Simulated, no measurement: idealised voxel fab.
Documented hereafter: the process module known as voxel wiring stack.
Section cut is 170 nm wide and gridded with 5 nm square cells.
Bands, listed from the top down, are how a cross-section gets written in this document; the cross-section itself is a grid of square cells, and a band is one or more rows of them. Per band: top height and bottom height in nm, followed by the left-to-right materials and their widths in nm; "all across" marks a single material spanning edge to edge, "air" marks empty space. Heights are measured from 0, the level below which the as-received wafer is all one material; the lowest band has no bottom and continues downward, written as in "z 0 and below". You'd read "30->40" like this: the band's top row of cells is as wide as the first number, its bottom row is as wide as the second, and going down, every row changes width by the same amount as the row before did. The designation "all unchanged", where it is given for a processing step, indicates that no cell of the cross-section was altered in the course of that step. You'll see "Unvented voids" listing empty spaces that have no way open to the top, as long as they're 8 cells or more; the notation is width x height at distance, where the distance is from the left edge, and all of it is in nm. Post-settings text on a step line: simulator's own remark regarding the step. overlay nm: step with mask; distance mask lay right of planned place; negative value = left of planned place.
# Process steps - plan
- 1: RECEIVE: material Si
- 2: CONFORMAL_DEP: material SiO2, thk nm 15
- 3: DIRECTIONAL_DEP: material TiN, thk nm 5
- 4: DIRECTIONAL_DEP: material W, thk nm 25
- 5: MASKED_ETCH: tone cover, mask id METAL_1, width nm 30, pitch nm 45, etch materials W, depth nm 25, overlay nm 0
- 6: MASKED_ETCH: tone cover, mask id METAL_1, width nm 30, pitch nm 45, etch materials TiN, depth nm 5, overlay nm 0
- 7: CONFORMAL_DEP: material SiCN, thk nm 5
- 8: FILL_DEP: material SiO2, thk nm 5
- 9: CMP: height nm 45
- 10: CONFORMAL_DEP: material SiCN, thk nm 5
- 11: DIRECTIONAL_DEP: material SiO2, thk nm 30
- 12: DIRECTIONAL_DEP: material aC, thk nm 15
- 13: PATTERN: tone open, mask id METAL_2_HOLES, material resist, width nm 15, pitch nm 90, thk nm 35, overlay nm 0
- 14: DIRECTIONAL_ETCH: etch materials aC, depth nm 15
- 15: STRIP: etch materials resist
- 16: DIRECTIONAL_ETCH: etch materials SiO2, depth nm 30
- 17: STRIP: etch materials aC
- 18: PATTERN: tone open, mask id METAL_2, material resist, width nm 30, pitch nm 45, thk nm 15, overlay nm 0
- 19: DIRECTIONAL_ETCH: etch materials SiO2, depth nm 15
- 20: DIRECTIONAL_ETCH: etch materials SiCN, depth nm 5
- 21: STRIP: etch materials resist
- 22: CONFORMAL_DEP: material TiN, thk nm 5
- 23: FILL_DEP: material Ru, thk nm 10
- 24: CMP: height nm 80
- 25: CONFORMAL_DEP: material SiCN, thk nm 5
# Run as planned: first of two wafers
# Cross-section of the wafer as it came to us, i.e., already through step 1
    z 0 and below  Si all across
    Unvented voids: none
# Presented here is a cross-section of the wafer after step 2 has been performed
    z 15 to 0  SiO2 all across
    Below a height of 0, the structure has not been altered.
# Presented here is a cross-section of the wafer after step 3 has been performed
    z 20 to 15  TiN all across
    Below a height of 15, the structure has not been altered.
# Presented here is a cross-section of the wafer after step 4 has been performed
    z 45 to 20  W all across
    Below a height of 20, the structure has not been altered.
# Presented here is a cross-section of the wafer after step 5 has been performed
    z 45 to 20  25 nm air, 30 nm W, 15 nm air, 30 nm W, 15 nm air, 30 nm W, 25 nm air
    Below a height of 20, the structure has not been altered.
# Presented here is a cross-section of the wafer after step 6 has been performed
    z 45 to 20  25 nm air, 30 nm W, 15 nm air, 30 nm W, 15 nm air, 30 nm W, 25 nm air
    z 20 to 15  25 nm air, 30 nm TiN, 15 nm air, 30 nm TiN, 15 nm air, 30 nm TiN, 25 nm air
    Below a height of 15, the structure has not been altered.
# Presented here is a cross-section of the wafer after step 7 has been performed
    z 50 to 45  20 nm air, 40 nm SiCN, 5 nm air, 40 nm SiCN, 5 nm air, 40 nm SiCN, 20 nm air
    z 45 to 20  20 nm air, 5 nm SiCN, 30 nm W, 5 nm SiCN, 5 nm air, 5 nm SiCN, 30 nm W, 5 nm SiCN, 5 nm air, 5 nm SiCN, 30 nm W, 5 nm SiCN, 20 nm air
    z 20 to 15  25 nm SiCN, 30 nm TiN, 15 nm SiCN, 30 nm TiN, 15 nm SiCN, 30 nm TiN, 25 nm SiCN
    Below a height of 15, the structure has not been altered.
# Presented here is a cross-section of the wafer after step 8 has been performed
    z 55 to 50  SiO2 all across
    z 50 to 45  20 nm SiO2, 40 nm SiCN, 5 nm SiO2, 40 nm SiCN, 5 nm SiO2, 40 nm SiCN, 20 nm SiO2
    z 45 to 20  20 nm SiO2, 5 nm SiCN, 30 nm W, 5 nm SiCN, 5 nm SiO2, 5 nm SiCN, 30 nm W, 5 nm SiCN, 5 nm SiO2, 5 nm SiCN, 30 nm W, 5 nm SiCN, 20 nm SiO2
    Below a height of 20, the structure has not been altered.
# Presented here is a cross-section of the wafer after step 9 has been performed
    z 45 to 20  20 nm SiO2, 5 nm SiCN, 30 nm W, 5 nm SiCN, 5 nm SiO2, 5 nm SiCN, 30 nm W, 5 nm SiCN, 5 nm SiO2, 5 nm SiCN, 30 nm W, 5 nm SiCN, 20 nm SiO2
    Below a height of 20, the structure has not been altered.
# Presented here is a cross-section of the wafer after step 10 has been performed
    z 50 to 45  SiCN all across
    Below a height of 45, the structure has not been altered.
# Presented here is a cross-section of the wafer after step 11 has been performed
    z 80 to 50  SiO2 all across
    Below a height of 50, the structure has not been altered.
# Presented here is a cross-section of the wafer after step 12 has been performed
    z 95 to 80  aC all across
    Below a height of 80, the structure has not been altered.
# Presented here is a cross-section of the wafer after step 13 has been performed
    z 130 to 95  25 nm resist, 15 nm air, 75 nm resist, 15 nm air, 40 nm resist
    Below a height of 95, the structure has not been altered.
# Presented here is a cross-section of the wafer after step 14 has been performed
    z 115 to 95  25 nm resist, 15 nm air, 75 nm resist, 15 nm air, 40 nm resist
    z 95 to 80  25 nm aC, 15 nm air, 75 nm aC, 15 nm air, 40 nm aC
    Below a height of 80, the structure has not been altered.
# Presented here is a cross-section of the wafer after step 15 has been performed
    z 95 to 80  25 nm aC, 15 nm air, 75 nm aC, 15 nm air, 40 nm aC
    Below a height of 80, the structure has not been altered.
# Presented here is a cross-section of the wafer after step 16 has been performed
    z 95 to 80  25 nm aC, 15 nm air, 75 nm aC, 15 nm air, 40 nm aC
    z 80 to 50  25 nm SiO2, 15 nm air, 75 nm SiO2, 15 nm air, 40 nm SiO2
    Below a height of 50, the structure has not been altered.
# Presented here is a cross-section of the wafer after step 17 has been performed
    z 80 to 50  25 nm SiO2, 15 nm air, 75 nm SiO2, 15 nm air, 40 nm SiO2
    Below a height of 50, the structure has not been altered.
# Presented here is a cross-section of the wafer after step 18 has been performed
    z 95 to 80  25 nm resist, 30 nm air, 15 nm resist, 30 nm air, 15 nm resist, 30 nm air, 25 nm resist
    Below a height of 80, the structure has not been altered.
# Presented here is a cross-section of the wafer after step 19 has been performed
    z 95 to 80  25 nm resist, 30 nm air, 15 nm resist, 30 nm air, 15 nm resist, 30 nm air, 25 nm resist
    z 80 to 65  25 nm SiO2, 30 nm air, 15 nm SiO2, 30 nm air, 15 nm SiO2, 30 nm air, 25 nm SiO2
    Below a height of 65, the structure has not been altered.
# Presented here is a cross-section of the wafer after step 20 has been performed
    z 95 to 80  25 nm resist, 30 nm air, 15 nm resist, 30 nm air, 15 nm resist, 30 nm air, 25 nm resist
    z 80 to 65  25 nm SiO2, 30 nm air, 15 nm SiO2, 30 nm air, 15 nm SiO2, 30 nm air, 25 nm SiO2
    z 65 to 50  25 nm SiO2, 15 nm air, 75 nm SiO2, 15 nm air, 40 nm SiO2
    z 50 to 45  25 nm SiCN, 15 nm air, 75 nm SiCN, 15 nm air, 40 nm SiCN
    Below a height of 45, the structure has not been altered.
# Presented here is a cross-section of the wafer after step 21 has been performed
    z 80 to 65  25 nm SiO2, 30 nm air, 15 nm SiO2, 30 nm air, 15 nm SiO2, 30 nm air, 25 nm SiO2
    Below a height of 65, the structure has not been altered.
# Presented here is a cross-section of the wafer after step 22 has been performed
    z 85 to 80  30 nm TiN, 20 nm air, 25 nm TiN, 20 nm air, 25 nm TiN, 20 nm air, 30 nm TiN
    z 80 to 70  25 nm SiO2, 5 nm TiN, 20 nm air, 5 nm TiN, 15 nm SiO2, 5 nm TiN, 20 nm air, 5 nm TiN, 15 nm SiO2, 5 nm TiN, 20 nm air, 5 nm TiN, 25 nm SiO2
    z 70 to 65  25 nm SiO2, 5 nm TiN, 5 nm air, 20 nm TiN, 15 nm SiO2, 30 nm TiN, 15 nm SiO2, 5 nm TiN, 5 nm air, 20 nm TiN, 25 nm SiO2
    z 65 to 50  25 nm SiO2, 5 nm TiN, 5 nm air, 5 nm TiN, 75 nm SiO2, 5 nm TiN, 5 nm air, 5 nm TiN, 40 nm SiO2
    z 50 to 45  25 nm SiCN, 15 nm TiN, 75 nm SiCN, 15 nm TiN, 40 nm SiCN
    Below a height of 45, the structure has not been altered.
# Presented here is a cross-section of the wafer after step 23 has been performed
    z 95 to 85  Ru all across
    z 85 to 80  30 nm TiN, 20 nm Ru, 25 nm TiN, 20 nm Ru, 25 nm TiN, 20 nm Ru, 30 nm TiN
    z 80 to 70  25 nm SiO2, 5 nm TiN, 20 nm Ru, 5 nm TiN, 15 nm SiO2, 5 nm TiN, 20 nm Ru, 5 nm TiN, 15 nm SiO2, 5 nm TiN, 20 nm Ru, 5 nm TiN, 25 nm SiO2
    z 70 to 65  25 nm SiO2, 5 nm TiN, 5 nm Ru, 20 nm TiN, 15 nm SiO2, 30 nm TiN, 15 nm SiO2, 5 nm TiN, 5 nm Ru, 20 nm TiN, 25 nm SiO2
    z 65 to 50  25 nm SiO2, 5 nm TiN, 5 nm Ru, 5 nm TiN, 75 nm SiO2, 5 nm TiN, 5 nm Ru, 5 nm TiN, 40 nm SiO2
    Below a height of 50, the structure has not been altered.
# Presented here is a cross-section of the wafer after step 24 has been performed
    z 80 to 70  25 nm SiO2, 5 nm TiN, 20 nm Ru, 5 nm TiN, 15 nm SiO2, 5 nm TiN, 20 nm Ru, 5 nm TiN, 15 nm SiO2, 5 nm TiN, 20 nm Ru, 5 nm TiN, 25 nm SiO2
    Below a height of 70, the structure has not been altered.
# Presented here is a cross-section of the wafer after step 25 has been performed
    z 85 to 80  SiCN all across
    Below a height of 80, the structure has not been altered.
# Here the second wafer is described. Its start and its plan were those of the first wafer. Its run contained one mistake. Up to and including step 4, it did exactly what the first wafer did
# Cross-section of the second wafer at the time step 5 of the plan should have ended
    z 45 to 20  25 nm W, 30 nm air, 15 nm W, 30 nm air, 15 nm W, 30 nm air, 25 nm W
    Below a height of 20, the structure has not been altered.
Cross-section of the second wafer at the time step 6 of the plan should have ended: all unchanged
# Cross-section of the second wafer at the time step 7 of the plan should have ended
    z 50 to 45  30 nm SiCN, 20 nm air, 25 nm SiCN, 20 nm air, 25 nm SiCN, 20 nm air, 30 nm SiCN
    z 45 to 25  25 nm W, 5 nm SiCN, 20 nm air, 5 nm SiCN, 15 nm W, 5 nm SiCN, 20 nm air, 5 nm SiCN, 15 nm W, 5 nm SiCN, 20 nm air, 5 nm SiCN, 25 nm W
    z 25 to 20  25 nm W, 30 nm SiCN, 15 nm W, 30 nm SiCN, 15 nm W, 30 nm SiCN, 25 nm W
    Below a height of 20, the structure has not been altered.
# Cross-section of the second wafer at the time step 8 of the plan should have ended
    z 55 to 50  SiO2 all across
    z 50 to 45  30 nm SiCN, 20 nm SiO2, 25 nm SiCN, 20 nm SiO2, 25 nm SiCN, 20 nm SiO2, 30 nm SiCN
    z 45 to 25  25 nm W, 5 nm SiCN, 20 nm SiO2, 5 nm SiCN, 15 nm W, 5 nm SiCN, 20 nm SiO2, 5 nm SiCN, 15 nm W, 5 nm SiCN, 20 nm SiO2, 5 nm SiCN, 25 nm W
    Below a height of 25, the structure has not been altered.
# Cross-section of the second wafer at the time step 9 of the plan should have ended
    z 45 to 25  25 nm W, 5 nm SiCN, 20 nm SiO2, 5 nm SiCN, 15 nm W, 5 nm SiCN, 20 nm SiO2, 5 nm SiCN, 15 nm W, 5 nm SiCN, 20 nm SiO2, 5 nm SiCN, 25 nm W
    Below a height of 25, the structure has not been altered.
# Cross-section of the second wafer at the time step 10 of the plan should have ended
    z 50 to 45  SiCN all across
    Below a height of 45, the structure has not been altered.
# Cross-section of the second wafer at the time step 11 of the plan should have ended
    z 80 to 50  SiO2 all across
    Below a height of 50, the structure has not been altered.
# Cross-section of the second wafer at the time step 12 of the plan should have ended
    z 95 to 80  aC all across
    Below a height of 80, the structure has not been altered.
# Cross-section of the second wafer at the time step 13 of the plan should have ended
    z 130 to 95  25 nm resist, 15 nm air, 75 nm resist, 15 nm air, 40 nm resist
    Below a height of 95, the structure has not been altered.
# Cross-section of the second wafer at the time step 14 of the plan should have ended
    z 115 to 95  25 nm resist, 15 nm air, 75 nm resist, 15 nm air, 40 nm resist
    z 95 to 80  25 nm aC, 15 nm air, 75 nm aC, 15 nm air, 40 nm aC
    Below a height of 80, the structure has not been altered.
# Cross-section of the second wafer at the time step 15 of the plan should have ended
    z 95 to 80  25 nm aC, 15 nm air, 75 nm aC, 15 nm air, 40 nm aC
    Below a height of 80, the structure has not been altered.
# Cross-section of the second wafer at the time step 16 of the plan should have ended
    z 95 to 80  25 nm aC, 15 nm air, 75 nm aC, 15 nm air, 40 nm aC
    z 80 to 50  25 nm SiO2, 15 nm air, 75 nm SiO2, 15 nm air, 40 nm SiO2
    Below a height of 50, the structure has not been altered.
# Cross-section of the second wafer at the time step 17 of the plan should have ended
    z 80 to 50  25 nm SiO2, 15 nm air, 75 nm SiO2, 15 nm air, 40 nm SiO2
    Below a height of 50, the structure has not been altered.
# Cross-section of the second wafer at the time step 18 of the plan should have ended
    z 95 to 80  25 nm resist, 30 nm air, 15 nm resist, 30 nm air, 15 nm resist, 30 nm air, 25 nm resist
    Below a height of 80, the structure has not been altered.
# Cross-section of the second wafer at the time step 19 of the plan should have ended
    z 95 to 80  25 nm resist, 30 nm air, 15 nm resist, 30 nm air, 15 nm resist, 30 nm air, 25 nm resist
    z 80 to 65  25 nm SiO2, 30 nm air, 15 nm SiO2, 30 nm air, 15 nm SiO2, 30 nm air, 25 nm SiO2
    Below a height of 65, the structure has not been altered.
# Cross-section of the second wafer at the time step 20 of the plan should have ended
    z 95 to 80  25 nm resist, 30 nm air, 15 nm resist, 30 nm air, 15 nm resist, 30 nm air, 25 nm resist
    z 80 to 65  25 nm SiO2, 30 nm air, 15 nm SiO2, 30 nm air, 15 nm SiO2, 30 nm air, 25 nm SiO2
    z 65 to 50  25 nm SiO2, 15 nm air, 75 nm SiO2, 15 nm air, 40 nm SiO2
    z 50 to 45  25 nm SiCN, 15 nm air, 75 nm SiCN, 15 nm air, 40 nm SiCN
    Below a height of 45, the structure has not been altered.
# Cross-section of the second wafer at the time step 21 of the plan should have ended
    z 80 to 65  25 nm SiO2, 30 nm air, 15 nm SiO2, 30 nm air, 15 nm SiO2, 30 nm air, 25 nm SiO2
    Below a height of 65, the structure has not been altered.
# Cross-section of the second wafer at the time step 22 of the plan should have ended
    z 85 to 80  30 nm TiN, 20 nm air, 25 nm TiN, 20 nm air, 25 nm TiN, 20 nm air, 30 nm TiN
    z 80 to 70  25 nm SiO2, 5 nm TiN, 20 nm air, 5 nm TiN, 15 nm SiO2, 5 nm TiN, 20 nm air, 5 nm TiN, 15 nm SiO2, 5 nm TiN, 20 nm air, 5 nm TiN, 25 nm SiO2
    z 70 to 65  25 nm SiO2, 5 nm TiN, 5 nm air, 20 nm TiN, 15 nm SiO2, 30 nm TiN, 15 nm SiO2, 5 nm TiN, 5 nm air, 20 nm TiN, 25 nm SiO2
    z 65 to 50  25 nm SiO2, 5 nm TiN, 5 nm air, 5 nm TiN, 75 nm SiO2, 5 nm TiN, 5 nm air, 5 nm TiN, 40 nm SiO2
    z 50 to 45  25 nm SiCN, 15 nm TiN, 75 nm SiCN, 15 nm TiN, 40 nm SiCN
    Below a height of 45, the structure has not been altered.
# Cross-section of the second wafer at the time step 23 of the plan should have ended
    z 95 to 85  Ru all across
    z 85 to 80  30 nm TiN, 20 nm Ru, 25 nm TiN, 20 nm Ru, 25 nm TiN, 20 nm Ru, 30 nm TiN
    z 80 to 70  25 nm SiO2, 5 nm TiN, 20 nm Ru, 5 nm TiN, 15 nm SiO2, 5 nm TiN, 20 nm Ru, 5 nm TiN, 15 nm SiO2, 5 nm TiN, 20 nm Ru, 5 nm TiN, 25 nm SiO2
    z 70 to 65  25 nm SiO2, 5 nm TiN, 5 nm Ru, 20 nm TiN, 15 nm SiO2, 30 nm TiN, 15 nm SiO2, 5 nm TiN, 5 nm Ru, 20 nm TiN, 25 nm SiO2
    z 65 to 50  25 nm SiO2, 5 nm TiN, 5 nm Ru, 5 nm TiN, 75 nm SiO2, 5 nm TiN, 5 nm Ru, 5 nm TiN, 40 nm SiO2
    Below a height of 50, the structure has not been altered.
# Cross-section of the second wafer at the time step 24 of the plan should have ended
    z 80 to 70  25 nm SiO2, 5 nm TiN, 20 nm Ru, 5 nm TiN, 15 nm SiO2, 5 nm TiN, 20 nm Ru, 5 nm TiN, 15 nm SiO2, 5 nm TiN, 20 nm Ru, 5 nm TiN, 25 nm SiO2
    Below a height of 70, the structure has not been altered.
# Cross-section of the second wafer at the time step 25 of the plan should have ended
    z 85 to 80  SiCN all across
    Below a height of 80, the structure has not been altered.
Heads up, the wafer didn't run the way we planned it: not per plan at step 5, really ran MASKED_ETCH: tone open, mask id METAL_1, width nm 30, pitch nm 45, etch materials W, depth nm 25, overlay nm 0
Final wafer comparison in cells, second versus first, more or fewer per material: 4 fewer of SiCN | 2 fewer of SiO2 | 16 more of TiN | 10 fewer of W
